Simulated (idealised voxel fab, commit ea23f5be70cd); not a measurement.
Documented hereafter: the process module known as voxel ribs on slabs.
For reference, the cross-section in this document is cut, with width 155 nm and square cells of 5 nm.
The cross-sections in this document take the form of a grid made of square cells. They are written out as bands, in order from top to bottom. Each band consists of one or more rows of cells.
The band entry comprises the height of the band's top followed by the height of its bottom, expressed in nm, and subsequently the band's materials from left to right, each stated together with its width in nm. Where a single material is marked with the word "full width", that material fills the band from edge to edge. The word "empty" represents empty space.
Heads up on the height convention: 0 is the point under which the incoming wafer is all one material, and the lowest band has no bottom, it just keeps going down, like "0 nm and below".
The width entry "30 to 40" should be interpreted row by row: the top row of cells in the band takes the first number, the bottom row takes the second number, and the change between adjacent rows is uniform throughout.
Where the words "everything unchanged" appear for a step, the cross-section shows no cell changed by that step; every cell remained as before.
Any empty space of 8 cells or more lacking an open way to the top shows up in "Voids, fully enclosed" as width x height at distance, distance from the left edge, in nm.
The remark found on a step's line after its settings is issued by the simulator itself and pertains to that step.
The optional step-line setting "overlay nm" applies to steps with a mask and quantifies how far to the right of its planned location the mask lay, a negative value indicating leftward placement.
## Planned process steps
| 1 | RECEIVE,material Si |
| 2 | DIRECTIONAL_DEP,material SiO2,thk nm 30 |
| 3 | DIRECTIONAL_DEP,material polySi,thk nm 15 |
| 4 | MASKED_ETCH,tone cover,mask id RIB,width nm 20,etch materials polySi,depth nm 5,overlay nm 0 |
| 5 | MASKED_ETCH,tone cover,mask id SLAB,width nm 50,etch materials polySi,depth nm 10,overlay nm 0 |
| 6 | FILL_DEP,material SiO2,thk nm 25 |
| 7 | CMP,height nm 60 |
| 8 | DIRECTIONAL_DEP,material TiN,thk nm 5 |
| 9 | PATTERN,tone cover,mask id HEATER,material resist,width nm 30,thk nm 20,overlay nm 0 |
| 10 | DIRECTIONAL_ETCH,etch materials TiN,depth nm 5 |
| 11 | STRIP,etch materials resist |
| 12 | CONFORMAL_DEP,material SiO2,thk nm 10 |
## Cross-sectional view of the wafer in its as-received condition, corresponding to the state after step 1
> 0 nm and below: Si full width
> Voids, fully enclosed: none
## Final cross-section, module run with one mistake (start and plan as above)
> 75 nm to 70 nm: empty 50, SiO2 50, empty 55
> 70 nm to 65 nm: SiO2 full width
> 65 nm to 60 nm: SiO2 60, TiN 30, SiO2 65
> 60 nm to 40 nm: SiO2 full width
> 40 nm to 30 nm: SiO2 65 to 50, polySi 20 to 50, SiO2 70 to 55
> 30 nm to 0 nm: SiO2 full width
> 0 nm and below: Si full width
> Voids, fully enclosed: none
Plan not followed: step 3 did not happen as planned, as run it was DIRECTIONAL_DEP,material polySi,thk nm 10
